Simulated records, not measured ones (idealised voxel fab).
process module | voxel wiring stack
cross-section cut | 200 nm wide | cells 5 nm
A cross-section is a grid of square cells, given in bands from the top down. A band is one or more rows of cells.
Each band's line starts with the height of the band's top and of its bottom, in nm. Then come its materials from left to right, each with its width in nm. One material with "throughout" fills the band from edge to edge. "air" is empty space.
Height 0 is the level under which the wafer as received is all one material. The lowest band goes on downwards, as in "0 down".
A width such as "30 to 40" changes by the same amount from each row of cells to the next, from the band's top row to its bottom row.
"no change" after a step means that no cell of the cross-section changed.
closed voids: empty space of 8 cells or more with no open way to the top, each as width x height at its distance from the left edge, in nm
after a step's settings: what the simulator itself notes on the step
overlay nm, on a step with a mask: how far to the right of its planned place the mask lay; to the left if negative
plan
1 op RECEIVE | material Si
2 op CONFORMAL_DEP | material SiO2 | thk nm 10
3 op DIRECTIONAL_DEP | material TiN | thk nm 5
4 op DIRECTIONAL_DEP | material W | thk nm 25
5 op DIRECTIONAL_DEP | material aC | thk nm 15
6 op PATTERN | tone cover | mask id METAL_1 | material resist | width nm 20 | pitch nm 40 | thk nm 35 | overlay nm 0
7 op DIRECTIONAL_ETCH | etch materials aC | depth nm 15
8 op STRIP | etch materials resist
9 op DIRECTIONAL_ETCH | etch materials W | depth nm 25
10 op DIRECTIONAL_ETCH | etch materials TiN | depth nm 5
11 op STRIP | etch materials aC
12 op FILL_DEP | material lowk | thk nm 5
13 op CMP | height nm 40
14 op CONFORMAL_DEP | material SiCN | thk nm 5
15 op DIRECTIONAL_DEP | material lowk | thk nm 10
16 op DIRECTIONAL_DEP | material aC | thk nm 15
17 op PATTERN | tone open | mask id PLUG_1 | material resist | width nm 15 | pitch nm 40 | thk nm 35 | overlay nm 0
18 op DIRECTIONAL_ETCH | etch materials aC | depth nm 15
19 op STRIP | etch materials resist
20 op DIRECTIONAL_ETCH | etch materials lowk | depth nm 10
21 op DIRECTIONAL_ETCH | etch materials SiCN | depth nm 5
22 op STRIP | etch materials aC
23 op EPI | material Ru | thk nm 10
24 op EPI | material Ru | thk nm 5
25 op CONFORMAL_DEP | material SiN | thk nm 5
26 op DIRECTIONAL_DEP | material SiO2 | thk nm 15
27 op MASKED_ETCH | tone open | mask id METAL_2 | width nm 20 | pitch nm 40 | etch materials SiO2 | depth nm 15 | overlay nm 0
28 op MASKED_ETCH | tone open | mask id METAL_2 | width nm 20 | pitch nm 40 | etch materials SiN | depth nm 5 | overlay nm 0
29 op CONFORMAL_DEP | material TiN | thk nm 5
30 op FILL_DEP | material W | thk nm 5
31 op CMP | height nm 75
32 op EPI | material Ru | thk nm 5
33 op FILL_DEP | material SiCN | thk nm 5
34 op DIRECTIONAL_DEP | material SiO2 | thk nm 15
35 op DIRECTIONAL_DEP | material aC | thk nm 10
36 op PATTERN | tone open | mask id PLUG_2 | material resist | width nm 15 | pitch nm 40 | thk nm 25 | overlay nm 0
37 op DIRECTIONAL_ETCH | etch materials aC | depth nm 10
38 op STRIP | etch materials resist
39 op DIRECTIONAL_ETCH | etch materials SiO2 | depth nm 15
40 op DIRECTIONAL_ETCH | etch materials SiCN | depth nm 5
41 op STRIP | etch materials aC
42 op EPI | material Ru | thk nm 10
43 op EPI | material Ru | thk nm 10
44 op DIRECTIONAL_DEP | material TiN | thk nm 5
45 op DIRECTIONAL_DEP | material W | thk nm 15
46 op MASKED_ETCH | tone cover | mask id METAL_3 | width nm 20 | pitch nm 40 | etch materials W | depth nm 15 | overlay nm 0
47 op MASKED_ETCH | tone cover | mask id METAL_3 | width nm 20 | pitch nm 40 | etch materials TiN | depth nm 5 | overlay nm 0
48 op FILL_DEP | material SiO2 | thk nm 10
49 op CMP | height nm 120
50 op CONFORMAL_DEP | material SiN | thk nm 5
first wafer, as planned
as received, after step 1
  0 down: Si throughout
  closed voids: none
after step 2
  10 to 0: SiO2 throughout
  below 0: unchanged
after step 3
  15 to 10: TiN throughout
  below 10: unchanged
after step 4
  40 to 15: W throughout
  below 15: unchanged
after step 5
  55 to 40: aC throughout
  below 40: unchanged
after step 6
  90 to 55: air 50 | resist 20 | air 20 | resist 20 | air 20 | resist 20 | air 50
  below 55: unchanged
after step 7
  75 to 55: air 50 | resist 20 | air 20 | resist 20 | air 20 | resist 20 | air 50
  55 to 40: air 50 | aC 20 | air 20 | aC 20 | air 20 | aC 20 | air 50
  below 40: unchanged
after step 8
  55 to 40: air 50 | aC 20 | air 20 | aC 20 | air 20 | aC 20 | air 50
  below 40: unchanged
after step 9
  55 to 40: air 50 | aC 20 | air 20 | aC 20 | air 20 | aC 20 | air 50
  40 to 15: air 50 | W 20 | air 20 | W 20 | air 20 | W 20 | air 50
  below 15: unchanged
after step 10
  55 to 40: air 50 | aC 20 | air 20 | aC 20 | air 20 | aC 20 | air 50
  40 to 15: air 50 | W 20 | air 20 | W 20 | air 20 | W 20 | air 50
  15 to 10: air 50 | TiN 20 | air 20 | TiN 20 | air 20 | TiN 20 | air 50
  below 10: unchanged
after step 11
  40 to 15: air 50 | W 20 | air 20 | W 20 | air 20 | W 20 | air 50
  below 15: unchanged
after step 12
  45 to 40: lowk throughout
  40 to 15: lowk 50 | W 20 | lowk 20 | W 20 | lowk 20 | W 20 | lowk 50
  15 to 10: lowk 50 | TiN 20 | lowk 20 | TiN 20 | lowk 20 | TiN 20 | lowk 50
  below 10: unchanged
after step 13
  40 to 15: lowk 50 | W 20 | lowk 20 | W 20 | lowk 20 | W 20 | lowk 50
  below 15: unchanged
after step 14
  45 to 40: SiCN throughout
  below 40: unchanged
after step 15
  55 to 45: lowk throughout
  below 45: unchanged
after step 16
  70 to 55: aC throughout
  below 55: unchanged
after step 17
  105 to 70: resist 50 | air 15 | resist 25 | air 15 | resist 25 | air 15 | resist 55
  below 70: unchanged
after step 18
  90 to 70: resist 50 | air 15 | resist 25 | air 15 | resist 25 | air 15 | resist 55
  70 to 55: aC 50 | air 15 | aC 25 | air 15 | aC 25 | air 15 | aC 55
  below 55: unchanged
after step 19
  70 to 55: aC 50 | air 15 | aC 25 | air 15 | aC 25 | air 15 | aC 55
  below 55: unchanged
after step 20
  70 to 55: aC 50 | air 15 | aC 25 | air 15 | aC 25 | air 15 | aC 55
  55 to 45: lowk 50 | air 15 | lowk 25 | air 15 | lowk 25 | air 15 | lowk 55
  below 45: unchanged
after step 21
  70 to 55: aC 50 | air 15 | aC 25 | air 15 | aC 25 | air 15 | aC 55
  55 to 45: lowk 50 | air 15 | lowk 25 | air 15 | lowk 25 | air 15 | lowk 55
  45 to 40: SiCN 50 | air 15 | SiCN 25 | air 15 | SiCN 25 | air 15 | SiCN 55
  below 40: unchanged
after step 22
  55 to 45: lowk 50 | air 15 | lowk 25 | air 15 | lowk 25 | air 15 | lowk 55
  below 45: unchanged
after step 23
  55 to 50: lowk 50 | air 15 | lowk 25 | air 15 | lowk 25 | air 15 | lowk 55
  50 to 45: lowk 50 | Ru 15 | lowk 25 | Ru 15 | lowk 25 | Ru 15 | lowk 55
  45 to 40: SiCN 50 | Ru 15 | SiCN 25 | Ru 15 | SiCN 25 | Ru 15 | SiCN 55
  below 40: unchanged
after step 24
  55 to 45: lowk 50 | Ru 15 | lowk 25 | Ru 15 | lowk 25 | Ru 15 | lowk 55
  below 45: unchanged
after step 25
  60 to 55: SiN throughout
  below 55: unchanged
after step 26
  75 to 60: SiO2 throughout
  below 60: unchanged
after step 27
  75 to 60: SiO2 50 | air 20 | SiO2 20 | air 20 | SiO2 20 | air 20 | SiO2 50
  below 60: unchanged
after step 28
  75 to 60: SiO2 50 | air 20 | SiO2 20 | air 20 | SiO2 20 | air 20 | SiO2 50
  60 to 55: SiN 50 | air 20 | SiN 20 | air 20 | SiN 20 | air 20 | SiN 50
  below 55: unchanged
after step 29
  80 to 75: TiN 55 | air 10 | TiN 30 | air 10 | TiN 30 | air 10 | TiN 55
  75 to 60: SiO2 50 | TiN 5 | air 10 | TiN 5 | SiO2 20 | TiN 5 | air 10 | TiN 5 | SiO2 20 | TiN 5 | air 10 | TiN 5 | SiO2 50
  60 to 55: SiN 50 | TiN 20 | SiN 20 | TiN 20 | SiN 20 | TiN 20 | SiN 50
  below 55: unchanged
after step 30
  85 to 80: W throughout
  80 to 75: TiN 55 | W 10 | TiN 30 | W 10 | TiN 30 | W 10 | TiN 55
  75 to 60: SiO2 50 | TiN 5 | W 10 | TiN 5 | SiO2 20 | TiN 5 | W 10 | TiN 5 | SiO2 20 | TiN 5 | W 10 | TiN 5 | SiO2 50
  below 60: unchanged
after step 31
  75 to 60: SiO2 50 | TiN 5 | W 10 | TiN 5 | SiO2 20 | TiN 5 | W 10 | TiN 5 | SiO2 20 | TiN 5 | W 10 | TiN 5 | SiO2 50
  below 60: unchanged
after step 32
  80 to 75: air 45 | Ru 30 | air 10 | Ru 30 | air 10 | Ru 30 | air 45
  below 75: unchanged
after step 33
  85 to 80: SiCN throughout
  80 to 75: SiCN 45 | Ru 30 | SiCN 10 | Ru 30 | SiCN 10 | Ru 30 | SiCN 45
  below 75: unchanged
after step 34
  100 to 85: SiO2 throughout
  below 85: unchanged
after step 35
  110 to 100: aC throughout
  below 100: unchanged
after step 36
  135 to 110: resist 50 | air 15 | resist 25 | air 15 | resist 25 | air 15 | resist 55
  below 110: unchanged
after step 37
  125 to 110: resist 50 | air 15 | resist 25 | air 15 | resist 25 | air 15 | resist 55
  110 to 100: aC 50 | air 15 | aC 25 | air 15 | aC 25 | air 15 | aC 55
  below 100: unchanged
after step 38
  110 to 100: aC 50 | air 15 | aC 25 | air 15 | aC 25 | air 15 | aC 55
  below 100: unchanged
after step 39
  110 to 100: aC 50 | air 15 | aC 25 | air 15 | aC 25 | air 15 | aC 55
  100 to 85: SiO2 50 | air 15 | SiO2 25 | air 15 | SiO2 25 | air 15 | SiO2 55
  below 85: unchanged
after step 40
  110 to 100: aC 50 | air 15 | aC 25 | air 15 | aC 25 | air 15 | aC 55
  100 to 85: SiO2 50 | air 15 | SiO2 25 | air 15 | SiO2 25 | air 15 | SiO2 55
  85 to 80: SiCN 50 | air 15 | SiCN 25 | air 15 | SiCN 25 | air 15 | SiCN 55
  below 80: unchanged
after step 41
  100 to 85: SiO2 50 | air 15 | SiO2 25 | air 15 | SiO2 25 | air 15 | SiO2 55
  below 85: unchanged
after step 42
  100 to 90: SiO2 50 | air 15 | SiO2 25 | air 15 | SiO2 25 | air 15 | SiO2 55
  90 to 85: SiO2 50 | Ru 15 | SiO2 25 | Ru 15 | SiO2 25 | Ru 15 | SiO2 55
  85 to 75: SiCN 50 to 45 | Ru 15 to 30 | SiCN 25 to 10 | Ru 15 to 30 | SiCN 25 to 10 | Ru 15 to 30 | SiCN 55 to 45
  below 75: unchanged
after step 43
  100 to 85: SiO2 50 | Ru 15 | SiO2 25 | Ru 15 | SiO2 25 | Ru 15 | SiO2 55
  below 85: unchanged
after step 44
  105 to 100: TiN throughout
  below 100: unchanged
after step 45
  120 to 105: W throughout
  below 105: unchanged
after step 46
  120 to 105: air 50 | W 20 | air 20 | W 20 | air 20 | W 20 | air 50
  below 105: unchanged
after step 47
  120 to 105: air 50 | W 20 | air 20 | W 20 | air 20 | W 20 | air 50
  105 to 100: air 50 | TiN 20 | air 20 | TiN 20 | air 20 | TiN 20 | air 50
  below 100: unchanged
after step 48
  130 to 120: SiO2 throughout
  120 to 105: SiO2 50 | W 20 | SiO2 20 | W 20 | SiO2 20 | W 20 | SiO2 50
  105 to 100: SiO2 50 | TiN 20 | SiO2 20 | TiN 20 | SiO2 20 | TiN 20 | SiO2 50
  below 100: unchanged
after step 49
  120 to 105: SiO2 50 | W 20 | SiO2 20 | W 20 | SiO2 20 | W 20 | SiO2 50
  below 105: unchanged
after step 50
  125 to 120: SiN throughout
  below 120: unchanged
second wafer: like start, like plan, one mistake. Through step 16 it matches the first wafer
when step 17 should have ended
  105 to 70: resist 45 | air 25 | resist 15 | air 25 | resist 15 | air 25 | resist 50
  below 70: unchanged
when step 18 should have ended
  90 to 70: resist 45 | air 25 | resist 15 | air 25 | resist 15 | air 25 | resist 50
  70 to 55: aC 45 | air 25 | aC 15 | air 25 | aC 15 | air 25 | aC 50
  below 55: unchanged
when step 19 should have ended
  70 to 55: aC 45 | air 25 | aC 15 | air 25 | aC 15 | air 25 | aC 50
  below 55: unchanged
when step 20 should have ended
  70 to 55: aC 45 | air 25 | aC 15 | air 25 | aC 15 | air 25 | aC 50
  55 to 45: lowk 45 | air 25 | lowk 15 | air 25 | lowk 15 | air 25 | lowk 50
  below 45: unchanged
when step 21 should have ended
  70 to 55: aC 45 | air 25 | aC 15 | air 25 | aC 15 | air 25 | aC 50
  55 to 45: lowk 45 | air 25 | lowk 15 | air 25 | lowk 15 | air 25 | lowk 50
  45 to 40: SiCN 45 | air 25 | SiCN 15 | air 25 | SiCN 15 | air 25 | SiCN 50
  below 40: unchanged
when step 22 should have ended
  55 to 45: lowk 45 | air 25 | lowk 15 | air 25 | lowk 15 | air 25 | lowk 50
  below 45: unchanged
when step 23 should have ended
  55 to 50: lowk 45 | air 25 | lowk 15 | air 25 | lowk 15 | air 25 | lowk 50
  50 to 45: lowk 45 | Ru 25 | lowk 15 | Ru 25 | lowk 15 | Ru 25 | lowk 50
  45 to 40: SiCN 45 | Ru 25 | SiCN 15 | Ru 25 | SiCN 15 | Ru 25 | SiCN 50
  below 40: unchanged
when step 24 should have ended
  55 to 45: lowk 45 | Ru 25 | lowk 15 | Ru 25 | lowk 15 | Ru 25 | lowk 50
  below 45: unchanged
when step 25 should have ended
  60 to 55: SiN throughout
  below 55: unchanged
when step 26 should have ended
  75 to 60: SiO2 throughout
  below 60: unchanged
when step 27 should have ended
  75 to 60: SiO2 50 | air 20 | SiO2 20 | air 20 | SiO2 20 | air 20 | SiO2 50
  below 60: unchanged
when step 28 should have ended
  75 to 60: SiO2 50 | air 20 | SiO2 20 | air 20 | SiO2 20 | air 20 | SiO2 50
  60 to 55: SiN 50 | air 20 | SiN 20 | air 20 | SiN 20 | air 20 | SiN 50
  below 55: unchanged
when step 29 should have ended
  80 to 75: TiN 55 | air 10 | TiN 30 | air 10 | TiN 30 | air 10 | TiN 55
  75 to 60: SiO2 50 | TiN 5 | air 10 | TiN 5 | SiO2 20 | TiN 5 | air 10 | TiN 5 | SiO2 20 | TiN 5 | air 10 | TiN 5 | SiO2 50
  60 to 55: SiN 50 | TiN 20 | SiN 20 | TiN 20 | SiN 20 | TiN 20 | SiN 50
  below 55: unchanged
when step 30 should have ended
  85 to 80: W throughout
  80 to 75: TiN 55 | W 10 | TiN 30 | W 10 | TiN 30 | W 10 | TiN 55
  75 to 60: SiO2 50 | TiN 5 | W 10 | TiN 5 | SiO2 20 | TiN 5 | W 10 | TiN 5 | SiO2 20 | TiN 5 | W 10 | TiN 5 | SiO2 50
  below 60: unchanged
when step 31 should have ended
  75 to 60: SiO2 50 | TiN 5 | W 10 | TiN 5 | SiO2 20 | TiN 5 | W 10 | TiN 5 | SiO2 20 | TiN 5 | W 10 | TiN 5 | SiO2 50
  below 60: unchanged
when step 32 should have ended
  80 to 75: air 45 | Ru 30 | air 10 | Ru 30 | air 10 | Ru 30 | air 45
  below 75: unchanged
when step 33 should have ended
  85 to 80: SiCN throughout
  80 to 75: SiCN 45 | Ru 30 | SiCN 10 | Ru 30 | SiCN 10 | Ru 30 | SiCN 45
  below 75: unchanged
when step 34 should have ended
  100 to 85: SiO2 throughout
  below 85: unchanged
when step 35 should have ended
  110 to 100: aC throughout
  below 100: unchanged
when step 36 should have ended
  135 to 110: resist 50 | air 15 | resist 25 | air 15 | resist 25 | air 15 | resist 55
  below 110: unchanged
when step 37 should have ended
  125 to 110: resist 50 | air 15 | resist 25 | air 15 | resist 25 | air 15 | resist 55
  110 to 100: aC 50 | air 15 | aC 25 | air 15 | aC 25 | air 15 | aC 55
  below 100: unchanged
when step 38 should have ended
  110 to 100: aC 50 | air 15 | aC 25 | air 15 | aC 25 | air 15 | aC 55
  below 100: unchanged
when step 39 should have ended
  110 to 100: aC 50 | air 15 | aC 25 | air 15 | aC 25 | air 15 | aC 55
  100 to 85: SiO2 50 | air 15 | SiO2 25 | air 15 | SiO2 25 | air 15 | SiO2 55
  below 85: unchanged
when step 40 should have ended
  110 to 100: aC 50 | air 15 | aC 25 | air 15 | aC 25 | air 15 | aC 55
  100 to 85: SiO2 50 | air 15 | SiO2 25 | air 15 | SiO2 25 | air 15 | SiO2 55
  85 to 80: SiCN 50 | air 15 | SiCN 25 | air 15 | SiCN 25 | air 15 | SiCN 55
  below 80: unchanged
when step 41 should have ended
  100 to 85: SiO2 50 | air 15 | SiO2 25 | air 15 | SiO2 25 | air 15 | SiO2 55
  below 85: unchanged
when step 42 should have ended
  100 to 90: SiO2 50 | air 15 | SiO2 25 | air 15 | SiO2 25 | air 15 | SiO2 55
  90 to 85: SiO2 50 | Ru 15 | SiO2 25 | Ru 15 | SiO2 25 | Ru 15 | SiO2 55
  85 to 75: SiCN 50 to 45 | Ru 15 to 30 | SiCN 25 to 10 | Ru 15 to 30 | SiCN 25 to 10 | Ru 15 to 30 | SiCN 55 to 45
  below 75: unchanged
when step 43 should have ended
  100 to 85: SiO2 50 | Ru 15 | SiO2 25 | Ru 15 | SiO2 25 | Ru 15 | SiO2 55
  below 85: unchanged
when step 44 should have ended
  105 to 100: TiN throughout
  below 100: unchanged
when step 45 should have ended
  120 to 105: W throughout
  below 105: unchanged
when step 46 should have ended
  120 to 105: air 50 | W 20 | air 20 | W 20 | air 20 | W 20 | air 50
  below 105: unchanged
when step 47 should have ended
  120 to 105: air 50 | W 20 | air 20 | W 20 | air 20 | W 20 | air 50
  105 to 100: air 50 | TiN 20 | air 20 | TiN 20 | air 20 | TiN 20 | air 50
  below 100: unchanged
when step 48 should have ended
  130 to 120: SiO2 throughout
  120 to 105: SiO2 50 | W 20 | SiO2 20 | W 20 | SiO2 20 | W 20 | SiO2 50
  105 to 100: SiO2 50 | TiN 20 | SiO2 20 | TiN 20 | SiO2 20 | TiN 20 | SiO2 50
  below 100: unchanged
when step 49 should have ended
  120 to 105: SiO2 50 | W 20 | SiO2 20 | W 20 | SiO2 20 | W 20 | SiO2 50
  below 105: unchanged
when step 50 should have ended
  125 to 120: SiN throughout
  below 120: unchanged
what went wrong: step 17 ran as: op PATTERN | tone open | mask id PLUG_1 | material resist | width nm 25 | pitch nm 40 | thk nm 35 | overlay nm 0
at the end the second wafer has, in cells: 18 more of Ru | 6 fewer of SiCN | 12 fewer of lowk
